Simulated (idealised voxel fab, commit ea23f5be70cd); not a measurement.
Process module, titled voxel gate over fins
cross-section cut | 215 nm wide | cells 5 nm
How to read a cross-section here: the picture is a grid of square cells, written as bands going from the top down, and any band can span one or more rows of cells.
Band: top and bottom heights (nm) first, top before bottom; then materials from left to right, widths in nm. "everywhere" marks a sole material filling the band edge to edge. "air" denotes empty space.
Below 0: as-received wafer, all one material; heights counted from there. Lowest band: no bottom, goes on down, written "z 0 and below".
It should be noted that a width expressed as "30..40" varies in equal increments from row to row of cells within the band, taking the value of the first number at the top row and that of the second number at the bottom row.
Key: "changes: none" - step with no changed cell in the cross-section.
Heads up: "Enclosed void entries" only lists the empty pockets with no open path to the top that are 8 cells or more, and it writes them as width x height at distance, distance from the left edge, in nm.
What comes after the settings on a step's line is commentary from the simulator itself on that step.
If you see "overlay nm" on a step's line and that step has a mask, it's telling you how far right of where it was planned the mask ended up; a negative number means it went left instead.
**The following list gives the planned process steps**
- 1: RECEIVE | material Si
- 2: CONFORMAL_DEP | material SiN | thk nm 10
- 3: DIRECTIONAL_DEP | material aC | thk nm 15
- 4: PATTERN | tone cover | mask id FINS | material resist | width nm 15 | pitch nm 40 | thk nm 30 | overlay nm 0
- 5: DIRECTIONAL_ETCH | etch materials aC | depth nm 15
- 6: STRIP | etch materials resist
- 7: DIRECTIONAL_ETCH | etch materials SiN | depth nm 10
- 8: DIRECTIONAL_ETCH | etch materials Si | depth nm 40
- 9: STRIP | etch materials aC
- 10: FILL_DEP | material SiO2 | thk nm 5
- 11: CMP | height nm 10
- 12: SELECTIVE_ETCH | etch materials SiO2 | depth nm 25
- 13: STRIP | etch materials SiN
- 14: CONFORMAL_DEP | material HfO2 | thk nm 5
- 15: CONFORMAL_DEP | material TiN | thk nm 5
- 16: CONFORMAL_DEP | material TiAl | thk nm 5
- 17: CONFORMAL_DEP | material TiN | thk nm 5
- 18: FILL_DEP | material W | thk nm 15
- 19: CMP | height nm 30
- 20: CONFORMAL_DEP | material SiCN | thk nm 10
**Below: the first of two wafers, run as planned**
**Wafer as received: cross-section following step 1**
- z 0 and below  Si everywhere
- Enclosed void entries: none
**Cross-section of the wafer after step 2**
- z 10 to 0  SiN everywhere
- Below 0 it's all the same as before, nothing changed down there.
**Cross-section of the wafer after step 3**
- z 25 to 10  aC everywhere
- Below 10 it's all the same as before, nothing changed down there.
**Cross-section of the wafer after step 4**
- z 55 to 25  60 nm air; 15 nm resist; 25 nm air; 15 nm resist; 25 nm air; 15 nm resist; 60 nm air
- Below 25 it's all the same as before, nothing changed down there.
**Cross-section of the wafer after step 5**
- z 40 to 25  60 nm air; 15 nm resist; 25 nm air; 15 nm resist; 25 nm air; 15 nm resist; 60 nm air
- z 25 to 10  60 nm air; 15 nm aC; 25 nm air; 15 nm aC; 25 nm air; 15 nm aC; 60 nm air
- Below 10 it's all the same as before, nothing changed down there.
**Cross-section of the wafer after step 6**
- z 25 to 10  60 nm air; 15 nm aC; 25 nm air; 15 nm aC; 25 nm air; 15 nm aC; 60 nm air
- Below 10 it's all the same as before, nothing changed down there.
**Cross-section of the wafer after step 7**
- z 25 to 10  60 nm air; 15 nm aC; 25 nm air; 15 nm aC; 25 nm air; 15 nm aC; 60 nm air
- z 10 to 0  60 nm air; 15 nm SiN; 25 nm air; 15 nm SiN; 25 nm air; 15 nm SiN; 60 nm air
- Below 0 it's all the same as before, nothing changed down there.
**Cross-section of the wafer after step 8**
- z 25 to 10  60 nm air; 15 nm aC; 25 nm air; 15 nm aC; 25 nm air; 15 nm aC; 60 nm air
- z 10 to 0  60 nm air; 15 nm SiN; 25 nm air; 15 nm SiN; 25 nm air; 15 nm SiN; 60 nm air
- z 0 to -40  60 nm air; 15 nm Si; 25 nm air; 15 nm Si; 25 nm air; 15 nm Si; 60 nm air
- Below -40 it's all the same as before, nothing changed down there.
**Cross-section of the wafer after step 9**
- z 10 to 0  60 nm air; 15 nm SiN; 25 nm air; 15 nm SiN; 25 nm air; 15 nm SiN; 60 nm air
- Below 0 it's all the same as before, nothing changed down there.
**Cross-section of the wafer after step 10**
- z 15 to 10  SiO2 everywhere
- z 10 to 0  60 nm SiO2; 15 nm SiN; 25 nm SiO2; 15 nm SiN; 25 nm SiO2; 15 nm SiN; 60 nm SiO2
- z 0 to -40  60 nm SiO2; 15 nm Si; 25 nm SiO2; 15 nm Si; 25 nm SiO2; 15 nm Si; 60 nm SiO2
- Below -40 it's all the same as before, nothing changed down there.
**Cross-section of the wafer after step 11**
- z 10 to 0  60 nm SiO2; 15 nm SiN; 25 nm SiO2; 15 nm SiN; 25 nm SiO2; 15 nm SiN; 60 nm SiO2
- Below 0 it's all the same as before, nothing changed down there.
**Cross-section of the wafer after step 12**
- z 10 to 0  60 nm air; 15 nm SiN; 25 nm air; 15 nm SiN; 25 nm air; 15 nm SiN; 60 nm air
- z 0 to -15  60 nm air; 15 nm Si; 25 nm air; 15 nm Si; 25 nm air; 15 nm Si; 60 nm air
- Below -15 it's all the same as before, nothing changed down there.
**Cross-section of the wafer after step 13**
- z 0 to -15  60 nm air; 15 nm Si; 25 nm air; 15 nm Si; 25 nm air; 15 nm Si; 60 nm air
- Below -15 it's all the same as before, nothing changed down there.
**Cross-section of the wafer after step 14**
- z 5 to 0  55 nm air; 25 nm HfO2; 15 nm air; 25 nm HfO2; 15 nm air; 25 nm HfO2; 55 nm air
- z 0 to -10  55 nm air; 5 nm HfO2; 15 nm Si; 5 nm HfO2; 15 nm air; 5 nm HfO2; 15 nm Si; 5 nm HfO2; 15 nm air; 5 nm HfO2; 15 nm Si; 5 nm HfO2; 55 nm air
- z -10 to -15  60 nm HfO2; 15 nm Si; 25 nm HfO2; 15 nm Si; 25 nm HfO2; 15 nm Si; 60 nm HfO2
- Below -15 it's all the same as before, nothing changed down there.
**Cross-section of the wafer after step 15**
- z 10 to 5  50 nm air; 35 nm TiN; 5 nm air; 35 nm TiN; 5 nm air; 35 nm TiN; 50 nm air
- z 5 to 0  50 nm air; 5 nm TiN; 25 nm HfO2; 5 nm TiN; 5 nm air; 5 nm TiN; 25 nm HfO2; 5 nm TiN; 5 nm air; 5 nm TiN; 25 nm HfO2; 5 nm TiN; 50 nm air
- z 0 to -5  50 nm air; 5 nm TiN; 5 nm HfO2; 15 nm Si; 5 nm HfO2; 5 nm TiN; 5 nm air; 5 nm TiN; 5 nm HfO2; 15 nm Si; 5 nm HfO2; 5 nm TiN; 5 nm air; 5 nm TiN; 5 nm HfO2; 15 nm Si; 5 nm HfO2; 5 nm TiN; 50 nm air
- z -5 to -10  55 nm TiN; 5 nm HfO2; 15 nm Si; 5 nm HfO2; 15 nm TiN; 5 nm HfO2; 15 nm Si; 5 nm HfO2; 15 nm TiN; 5 nm HfO2; 15 nm Si; 5 nm HfO2; 55 nm TiN
- Below -10 it's all the same as before, nothing changed down there.
**Cross-section of the wafer after step 16**
- z 15 to 10  45 nm air; 125 nm TiAl; 45 nm air
- z 10 to 5  45 nm air; 5 nm TiAl; 35 nm TiN; 5 nm TiAl; 35 nm TiN; 5 nm TiAl; 35 nm TiN; 5 nm TiAl; 45 nm air
- z 5 to 0  45 nm air; 5 nm TiAl; 5 nm TiN; 25 nm HfO2; 5 nm TiN; 5 nm TiAl; 5 nm TiN; 25 nm HfO2; 5 nm TiN; 5 nm TiAl; 5 nm TiN; 25 nm HfO2; 5 nm TiN; 5 nm TiAl; 45 nm air
- z 0 to -5  50 nm TiAl; 5 nm TiN; 5 nm HfO2; 15 nm Si; 5 nm HfO2; 5 nm TiN; 5 nm TiAl; 5 nm TiN; 5 nm HfO2; 15 nm Si; 5 nm HfO2; 5 nm TiN; 5 nm TiAl; 5 nm TiN; 5 nm HfO2; 15 nm Si; 5 nm HfO2; 5 nm TiN; 50 nm TiAl
- Below -5 it's all the same as before, nothing changed down there.
**Cross-section of the wafer after step 17**
- z 20 to 15  40 nm air; 135 nm TiN; 40 nm air
- z 15 to 10  40 nm air; 5 nm TiN; 125 nm TiAl; 5 nm TiN; 40 nm air
- z 10 to 5  40 nm air; 5 nm TiN; 5 nm TiAl; 35 nm TiN; 5 nm TiAl; 35 nm TiN; 5 nm TiAl; 35 nm TiN; 5 nm TiAl; 5 nm TiN; 40 nm air
- z 5 to 0  45 nm TiN; 5 nm TiAl; 5 nm TiN; 25 nm HfO2; 5 nm TiN; 5 nm TiAl; 5 nm TiN; 25 nm HfO2; 5 nm TiN; 5 nm TiAl; 5 nm TiN; 25 nm HfO2; 5 nm TiN; 5 nm TiAl; 45 nm TiN
- Below 0 it's all the same as before, nothing changed down there.
**Cross-section of the wafer after step 18**
- z 35 to 20  W everywhere
- z 20 to 15  40 nm W; 135 nm TiN; 40 nm W
- z 15 to 10  40 nm W; 5 nm TiN; 125 nm TiAl; 5 nm TiN; 40 nm W
- z 10 to 5  40 nm W; 5 nm TiN; 5 nm TiAl; 35 nm TiN; 5 nm TiAl; 35 nm TiN; 5 nm TiAl; 35 nm TiN; 5 nm TiAl; 5 nm TiN; 40 nm W
- Below 5 it's all the same as before, nothing changed down there.
**Cross-section of the wafer after step 19**
- z 30 to 20  W everywhere
- Below 20 it's all the same as before, nothing changed down there.
**Cross-section of the wafer after step 20**
- z 40 to 30  SiCN everywhere
- Below 30 it's all the same as before, nothing changed down there.
**Second wafer, same starting conditions and recipe as the first, one mistake in executing it, nothing differs from the first up to and including step 15**
Cross-section, second wafer, at the end time the plan gives for step 16: changes: none
**Cross-section, second wafer, at the end time the plan gives for step 17**
- z 15 to 5  45 nm air; 125 nm TiN; 45 nm air
- z 5 to 0  45 nm air; 10 nm TiN; 25 nm HfO2; 15 nm TiN; 25 nm HfO2; 15 nm TiN; 25 nm HfO2; 10 nm TiN; 45 nm air
- z 0 to -10  55 nm TiN; 5 nm HfO2; 15 nm Si; 5 nm HfO2; 15 nm TiN; 5 nm HfO2; 15 nm Si; 5 nm HfO2; 15 nm TiN; 5 nm HfO2; 15 nm Si; 5 nm HfO2; 55 nm TiN
- Below -10 it's all the same as before, nothing changed down there.
**Cross-section, second wafer, at the end time the plan gives for step 18**
- z 30 to 15  W everywhere
- z 15 to 5  45 nm W; 125 nm TiN; 45 nm W
- z 5 to 0  45 nm W; 10 nm TiN; 25 nm HfO2; 15 nm TiN; 25 nm HfO2; 15 nm TiN; 25 nm HfO2; 10 nm TiN; 45 nm W
- Below 0 it's all the same as before, nothing changed down there.
Cross-section, second wafer, at the end time the plan gives for step 19: changes: none
**Cross-section, second wafer, at the end time the plan gives for step 20**
- z 40 to 30  SiCN everywhere
- Below 30 it's all the same as before, nothing changed down there.
Processing error: step 16 from the plan never happened, it was just skipped
Counted in cells at the end, the second wafer holds more or fewer of these materials than the first: 55 fewer of TiAl, 6 more of TiN, 49 more of W
